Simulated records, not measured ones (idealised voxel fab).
process module | voxel wiring stack
cross-section cut | 225 nm wide | cells 5 nm
A cross-section is a grid of square cells, given in bands from the top down. A band is one or more rows of cells.
Each band's line starts with the height of the band's top and of its bottom, in nm. Then come its materials from left to right, each with its width in nm. One material with "throughout" fills the band from edge to edge. "air" is empty space.
Height 0 is the level under which the wafer as received is all one material. The lowest band goes on downwards, as in "0 down".
A width such as "30 to 40" changes by the same amount from each row of cells to the next, from the band's top row to its bottom row.
"no change" after a step means that no cell of the cross-section changed.
closed voids: empty space of 8 cells or more with no open way to the top, each as width x height at its distance from the left edge, in nm
after a step's settings: what the simulator itself notes on the step
overlay nm, on a step with a mask: how far to the right of its planned place the mask lay; to the left if negative
plan
1 op RECEIVE | material Si
2 op CONFORMAL_DEP | material SiO2 | thk nm 15
3 op CONFORMAL_DEP | material SiN | thk nm 5
4 op DIRECTIONAL_DEP | material lowk | thk nm 20
5 op MASKED_ETCH | tone open | mask id METAL_1 | width nm 25 | pitch nm 55 | etch materials lowk | depth nm 20 | overlay nm 0
6 op MASKED_ETCH | tone open | mask id METAL_1 | width nm 25 | pitch nm 55 | etch materials SiN | depth nm 5 | overlay nm 0
7 op CONFORMAL_DEP | material TiN | thk nm 5
8 op FILL_DEP | material Cu | thk nm 5
9 op CMP | height nm 40
10 op EPI | material Ru | thk nm 5
11 op FILL_DEP | material SiCN | thk nm 5
12 op DIRECTIONAL_DEP | material SiO2 | thk nm 20
13 op MASKED_ETCH | tone open | mask id PLUG_1 | width nm 15 | etch materials SiO2 | depth nm 20 | overlay nm 0
14 op MASKED_ETCH | tone open | mask id PLUG_1 | width nm 15 | etch materials SiCN | depth nm 5 | overlay nm 0
15 op CONFORMAL_DEP | material TiN | thk nm 5
16 op FILL_DEP | material Cu | thk nm 5
17 op CMP | height nm 70
18 op DIRECTIONAL_DEP | material TiN | thk nm 5
19 op DIRECTIONAL_DEP | material W | thk nm 25
20 op DIRECTIONAL_DEP | material aC | thk nm 10
21 op PATTERN | tone cover | mask id METAL_2 | material resist | width nm 25 | pitch nm 55 | thk nm 30 | overlay nm 0
22 op DIRECTIONAL_ETCH | etch materials aC | depth nm 10
23 op STRIP | etch materials resist
24 op DIRECTIONAL_ETCH | etch materials W | depth nm 25
25 op DIRECTIONAL_ETCH | etch materials TiN | depth nm 5
26 op STRIP | etch materials aC
27 op FILL_DEP | material lowk | thk nm 5
28 op CMP | height nm 100
29 op CONFORMAL_DEP | material SiCN | thk nm 5
30 op DIRECTIONAL_DEP | material lowk | thk nm 30
31 op PATTERN | tone open | mask id METAL_3 | material resist | width nm 25 | pitch nm 55 | thk nm 20 | overlay nm 0
32 op DIRECTIONAL_ETCH | etch materials lowk | depth nm 15
33 op STRIP | etch materials resist
34 op MASKED_ETCH | tone open | mask id METAL_3_HOLES | width nm 15 | etch materials lowk | depth nm 15 | overlay nm 0
35 op MASKED_ETCH | tone open | mask id METAL_3_HOLES | width nm 15 | etch materials SiCN | depth nm 5 | overlay nm 0
36 op CONFORMAL_DEP | material TiN | thk nm 5
37 op FILL_DEP | material Cu | thk nm 5
38 op CMP | height nm 135
39 op CONFORMAL_DEP | material SiCN | thk nm 5
40 op DIRECTIONAL_DEP | material lowk | thk nm 15
41 op MASKED_ETCH | tone open | mask id PLUG_3 | width nm 15 | pitch nm 55 | etch materials lowk | depth nm 15 | overlay nm 0
42 op MASKED_ETCH | tone open | mask id PLUG_3 | width nm 15 | pitch nm 55 | etch materials SiCN | depth nm 5 | overlay nm 0
43 op EPI | material Ru | thk nm 10
44 op EPI | material Ru | thk nm 10
45 op CONFORMAL_DEP | material SiN | thk nm 5
46 op DIRECTIONAL_DEP | material SiO2 | thk nm 15
47 op MASKED_ETCH | tone open | mask id METAL_4 | width nm 25 | pitch nm 55 | etch materials SiO2 | depth nm 15 | overlay nm 0
48 op MASKED_ETCH | tone open | mask id METAL_4 | width nm 25 | pitch nm 55 | etch materials SiN | depth nm 5 | overlay nm 0
49 op CONFORMAL_DEP | material TiN | thk nm 5
50 op FILL_DEP | material Ru | thk nm 5
51 op CMP | height nm 175
52 op CONFORMAL_DEP | material SiN | thk nm 5
first wafer, as planned
as received, after step 1
  0 down: Si throughout
  closed voids: none
after step 2
  15 to 0: SiO2 throughout
  below 0: unchanged
after step 3
  20 to 15: SiN throughout
  below 15: unchanged
after step 4
  40 to 20: lowk throughout
  below 20: unchanged
after step 5
  40 to 20: lowk 70 | air 25 | lowk 30 | air 25 | lowk 75
  below 20: unchanged
after step 6
  40 to 20: lowk 70 | air 25 | lowk 30 | air 25 | lowk 75
  20 to 15: SiN 70 | air 25 | SiN 30 | air 25 | SiN 75
  below 15: unchanged
after step 7
  45 to 40: TiN 75 | air 15 | TiN 40 | air 15 | TiN 80
  40 to 20: lowk 70 | TiN 5 | air 15 | TiN 5 | lowk 30 | TiN 5 | air 15 | TiN 5 | lowk 75
  20 to 15: SiN 70 | TiN 25 | SiN 30 | TiN 25 | SiN 75
  below 15: unchanged
after step 8
  50 to 45: Cu throughout
  45 to 40: TiN 75 | Cu 15 | TiN 40 | Cu 15 | TiN 80
  40 to 20: lowk 70 | TiN 5 | Cu 15 | TiN 5 | lowk 30 | TiN 5 | Cu 15 | TiN 5 | lowk 75
  below 20: unchanged
after step 9
  40 to 20: lowk 70 | TiN 5 | Cu 15 | TiN 5 | lowk 30 | TiN 5 | Cu 15 | TiN 5 | lowk 75
  below 20: unchanged
after step 10
  45 to 40: air 65 | Ru 35 | air 20 | Ru 35 | air 70
  below 40: unchanged
after step 11
  50 to 45: SiCN throughout
  45 to 40: SiCN 65 | Ru 35 | SiCN 20 | Ru 35 | SiCN 70
  below 40: unchanged
after step 12
  70 to 50: SiO2 throughout
  below 50: unchanged
after step 13
  70 to 50: SiO2 70 | air 15 | SiO2 140
  below 50: unchanged
after step 14
  70 to 50: SiO2 70 | air 15 | SiO2 140
  50 to 45: SiCN 70 | air 15 | SiCN 140
  below 45: unchanged
after step 15
  75 to 70: TiN 75 | air 5 | TiN 145
  70 to 50: SiO2 70 | TiN 5 | air 5 | TiN 5 | SiO2 140
  50 to 45: SiCN 70 | TiN 15 | SiCN 140
  below 45: unchanged
after step 16
  80 to 75: Cu throughout
  75 to 70: TiN 75 | Cu 5 | TiN 145
  70 to 50: SiO2 70 | TiN 5 | Cu 5 | TiN 5 | SiO2 140
  below 50: unchanged
after step 17
  70 to 50: SiO2 70 | TiN 5 | Cu 5 | TiN 5 | SiO2 140
  below 50: unchanged
after step 18
  75 to 70: TiN throughout
  below 70: unchanged
after step 19
  100 to 75: W throughout
  below 75: unchanged
after step 20
  110 to 100: aC throughout
  below 100: unchanged
after step 21
  140 to 110: air 70 | resist 25 | air 30 | resist 25 | air 75
  below 110: unchanged
after step 22
  130 to 110: air 70 | resist 25 | air 30 | resist 25 | air 75
  110 to 100: air 70 | aC 25 | air 30 | aC 25 | air 75
  below 100: unchanged
after step 23
  110 to 100: air 70 | aC 25 | air 30 | aC 25 | air 75
  below 100: unchanged
after step 24
  110 to 100: air 70 | aC 25 | air 30 | aC 25 | air 75
  100 to 75: air 70 | W 25 | air 30 | W 25 | air 75
  below 75: unchanged
after step 25
  110 to 100: air 70 | aC 25 | air 30 | aC 25 | air 75
  100 to 75: air 70 | W 25 | air 30 | W 25 | air 75
  75 to 70: air 70 | TiN 25 | air 30 | TiN 25 | air 75
  below 70: unchanged
after step 26
  100 to 75: air 70 | W 25 | air 30 | W 25 | air 75
  below 75: unchanged
after step 27
  105 to 100: lowk throughout
  100 to 75: lowk 70 | W 25 | lowk 30 | W 25 | lowk 75
  75 to 70: lowk 70 | TiN 25 | lowk 30 | TiN 25 | lowk 75
  below 70: unchanged
after step 28
  100 to 75: lowk 70 | W 25 | lowk 30 | W 25 | lowk 75
  below 75: unchanged
after step 29
  105 to 100: SiCN throughout
  below 100: unchanged
after step 30
  135 to 105: lowk throughout
  below 105: unchanged
after step 31
  155 to 135: resist 70 | air 25 | resist 30 | air 25 | resist 75
  below 135: unchanged
after step 32
  155 to 135: resist 70 | air 25 | resist 30 | air 25 | resist 75
  135 to 120: lowk 70 | air 25 | lowk 30 | air 25 | lowk 75
  below 120: unchanged
after step 33
  135 to 120: lowk 70 | air 25 | lowk 30 | air 25 | lowk 75
  below 120: unchanged
after step 34
  135 to 120: lowk 70 | air 25 | lowk 30 | air 25 | lowk 75
  120 to 105: lowk 70 | air 15 | lowk 140
  below 105: unchanged
after step 35
  135 to 120: lowk 70 | air 25 | lowk 30 | air 25 | lowk 75
  120 to 105: lowk 70 | air 15 | lowk 140
  105 to 100: SiCN 70 | air 15 | SiCN 140
  below 100: unchanged
after step 36
  140 to 135: TiN 75 | air 15 | TiN 40 | air 15 | TiN 80
  135 to 125: lowk 70 | TiN 5 | air 15 | TiN 5 | lowk 30 | TiN 5 | air 15 | TiN 5 | lowk 75
  125 to 120: lowk 70 | TiN 5 | air 5 | TiN 15 | lowk 30 | TiN 25 | lowk 75
  120 to 105: lowk 70 | TiN 5 | air 5 | TiN 5 | lowk 140
  105 to 100: SiCN 70 | TiN 15 | SiCN 140
  below 100: unchanged
after step 37
  145 to 140: Cu throughout
  140 to 135: TiN 75 | Cu 15 | TiN 40 | Cu 15 | TiN 80
  135 to 125: lowk 70 | TiN 5 | Cu 15 | TiN 5 | lowk 30 | TiN 5 | Cu 15 | TiN 5 | lowk 75
  125 to 120: lowk 70 | TiN 5 | Cu 5 | TiN 15 | lowk 30 | TiN 25 | lowk 75
  120 to 105: lowk 70 | TiN 5 | Cu 5 | TiN 5 | lowk 140
  below 105: unchanged
after step 38
  135 to 125: lowk 70 | TiN 5 | Cu 15 | TiN 5 | lowk 30 | TiN 5 | Cu 15 | TiN 5 | lowk 75
  below 125: unchanged
after step 39
  140 to 135: SiCN throughout
  below 135: unchanged
after step 40
  155 to 140: lowk throughout
  below 140: unchanged
after step 41
  155 to 140: lowk 70 | air 15 | lowk 40 | air 15 | lowk 85
  below 140: unchanged
after step 42
  155 to 140: lowk 70 | air 15 | lowk 40 | air 15 | lowk 85
  140 to 135: SiCN 70 | air 15 | SiCN 40 | air 15 | SiCN 85
  below 135: unchanged
after step 43
  155 to 145: lowk 70 | air 15 | lowk 40 | air 15 | lowk 85
  145 to 140: lowk 70 | Ru 15 | lowk 40 | Ru 15 | lowk 85
  140 to 135: SiCN 70 | Ru 15 | SiCN 40 | Ru 15 | SiCN 85
  below 135: unchanged
after step 44
  155 to 140: lowk 70 | Ru 15 | lowk 40 | Ru 15 | lowk 85
  below 140: unchanged
after step 45
  160 to 155: SiN throughout
  below 155: unchanged
after step 46
  175 to 160: SiO2 throughout
  below 160: unchanged
after step 47
  175 to 160: SiO2 70 | air 25 | SiO2 30 | air 25 | SiO2 75
  below 160: unchanged
after step 48
  175 to 160: SiO2 70 | air 25 | SiO2 30 | air 25 | SiO2 75
  160 to 155: SiN 70 | air 25 | SiN 30 | air 25 | SiN 75
  below 155: unchanged
after step 49
  180 to 175: TiN 75 | air 15 | TiN 40 | air 15 | TiN 80
  175 to 160: SiO2 70 | TiN 5 | air 15 | TiN 5 | SiO2 30 | TiN 5 | air 15 | TiN 5 | SiO2 75
  160 to 155: SiN 70 | TiN 25 | SiN 30 | TiN 25 | SiN 75
  below 155: unchanged
after step 50
  185 to 180: Ru throughout
  180 to 175: TiN 75 | Ru 15 | TiN 40 | Ru 15 | TiN 80
  175 to 160: SiO2 70 | TiN 5 | Ru 15 | TiN 5 | SiO2 30 | TiN 5 | Ru 15 | TiN 5 | SiO2 75
  below 160: unchanged
after step 51
  175 to 160: SiO2 70 | TiN 5 | Ru 15 | TiN 5 | SiO2 30 | TiN 5 | Ru 15 | TiN 5 | SiO2 75
  below 160: unchanged
after step 52
  180 to 175: SiN throughout
  below 175: unchanged
second wafer: like start, like plan, one mistake. Through step 40 it matches the first wafer
when step 41 should have ended
  155 to 140: lowk 65 | air 15 | lowk 40 | air 15 | lowk 90
  below 140: unchanged
when step 42 should have ended
  155 to 140: lowk 65 | air 15 | lowk 40 | air 15 | lowk 90
  140 to 135: SiCN 70 | air 10 | SiCN 45 | air 10 | SiCN 90
  below 135: unchanged
when step 43 should have ended
  155 to 145: lowk 65 | air 15 | lowk 40 | air 15 | lowk 90
  145 to 140: lowk 65 | Ru 15 | lowk 40 | Ru 15 | lowk 90
  140 to 135: SiCN 70 | Ru 10 | SiCN 45 | Ru 10 | SiCN 90
  below 135: unchanged
when step 44 should have ended
  155 to 140: lowk 65 | Ru 15 | lowk 40 | Ru 15 | lowk 90
  below 140: unchanged
when step 45 should have ended
  160 to 155: SiN throughout
  below 155: unchanged
when step 46 should have ended
  175 to 160: SiO2 throughout
  below 160: unchanged
when step 47 should have ended
  175 to 160: SiO2 70 | air 25 | SiO2 30 | air 25 | SiO2 75
  below 160: unchanged
when step 48 should have ended
  175 to 160: SiO2 70 | air 25 | SiO2 30 | air 25 | SiO2 75
  160 to 155: SiN 70 | air 25 | SiN 30 | air 25 | SiN 75
  below 155: unchanged
when step 49 should have ended
  180 to 175: TiN 75 | air 15 | TiN 40 | air 15 | TiN 80
  175 to 160: SiO2 70 | TiN 5 | air 15 | TiN 5 | SiO2 30 | TiN 5 | air 15 | TiN 5 | SiO2 75
  160 to 155: SiN 70 | TiN 25 | SiN 30 | TiN 25 | SiN 75
  below 155: unchanged
when step 50 should have ended
  185 to 180: Ru throughout
  180 to 175: TiN 75 | Ru 15 | TiN 40 | Ru 15 | TiN 80
  175 to 160: SiO2 70 | TiN 5 | Ru 15 | TiN 5 | SiO2 30 | TiN 5 | Ru 15 | TiN 5 | SiO2 75
  below 160: unchanged
when step 51 should have ended
  175 to 160: SiO2 70 | TiN 5 | Ru 15 | TiN 5 | SiO2 30 | TiN 5 | Ru 15 | TiN 5 | SiO2 75
  below 160: unchanged
when step 52 should have ended
  180 to 175: SiN throughout
  below 175: unchanged
what went wrong: step 41 ran as: op MASKED_ETCH | tone open | mask id PLUG_3 | width nm 15 | pitch nm 55 | etch materials lowk | depth nm 15 | overlay nm -5
at the end the second wafer has, in cells: 2 fewer of Ru | 2 more of SiCN
